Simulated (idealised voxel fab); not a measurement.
Process module heading - voxel double patterning
Square cells of 5 nm make up the cross-section cut, whose width is 255 nm.
A cross-section is a grid of square cells, given in bands from the top down. A band is one or more rows of cells. Heads up on the band format: heights come first, top then bottom, in nm. After that it's the materials left to right, each with its width in nm. A single material flagged "throughout" fills the whole band edge to edge, and "blank" means there's empty space there. Heights from 0 (as-received wafer is one material below). Bottom band endless downward, as "0 -> down". The expression "30 to 40" gives the width at the extremes of the band, the first number at its top row of cells and the second at its bottom row, with the width changing by equal amounts from each row to the next in between. "left unchanged" (step): cross-section cells unchanged, all of them. Entry "Enclosed void entries" = empty spaces >= 8 cells with no open way to the top; each as width x height at distance, distance from left edge, all nm. The remark found on a step's line after its settings is issued by the simulator itself and pertains to that step. Among the settings permitted on a step's line is "overlay nm"; applied to a step with a mask, it specifies the extent to which the mask lay to the right of its planned position, whereas a negative figure signifies a position to the left.

-- The process steps that were planned are listed below
1) op RECEIVE | material Si
2) op CONFORMAL_DEP | material SiO2 | thk nm 10
3) op DIRECTIONAL_DEP | material polySi | thk nm 15
4) op DIRECTIONAL_DEP | material SiCN | thk nm 5
5) op PATTERN | tone open | mask id FIRST | material resist | width nm 15 | pitch nm 50 | thk nm 15 | overlay nm 0
6) op DIRECTIONAL_ETCH | etch materials SiCN | depth nm 5
7) op STRIP | etch materials resist
8) op MASKED_ETCH | tone open | mask id SECOND | width nm 15 | etch materials SiCN | depth nm 5 | overlay nm 0
9) op DIRECTIONAL_ETCH | etch materials polySi | depth nm 15
10) op STRIP | etch materials SiCN
The plan shows the width nm of step 5 as the first wafer had it; this setting differs between the wafers, which start out alike.

-- As-received cross-section, first of several wafers, post step 1
> 0 -> down  Si throughout
> Enclosed void entries: none

-- Here is the cross-section of the first of several wafers at the end of the module, after its last step, step 10
> 25 -> 10  95 of polySi  15 of blank  10 of polySi  15 of blank  10 of polySi  15 of blank  95 of polySi
> 10 -> 0  SiO2 throughout
> 0 -> down  Si throughout
> Enclosed void entries: none

-- Last wafer, end of module, cross-section
> 25 -> 10  90 of polySi  45 of blank  5 of polySi  30 of blank  85 of polySi
> 10 -> 0  SiO2 throughout
> 0 -> down  Si throughout
> Enclosed void entries: none

-- Take any row and you have a wafer at the end of the module: how many cells of each material it has gained (+) or lost (-) since it was received, and then its closed voids
width nm 15, +102 SiO2, +126 polySi, Enclosed void entries: none
width nm 20, +102 SiO2, +120 polySi, Enclosed void entries: none
width nm 25, +102 SiO2, +114 polySi, Enclosed void entries: none
width nm 30, +102 SiO2, +108 polySi, Enclosed void entries: none
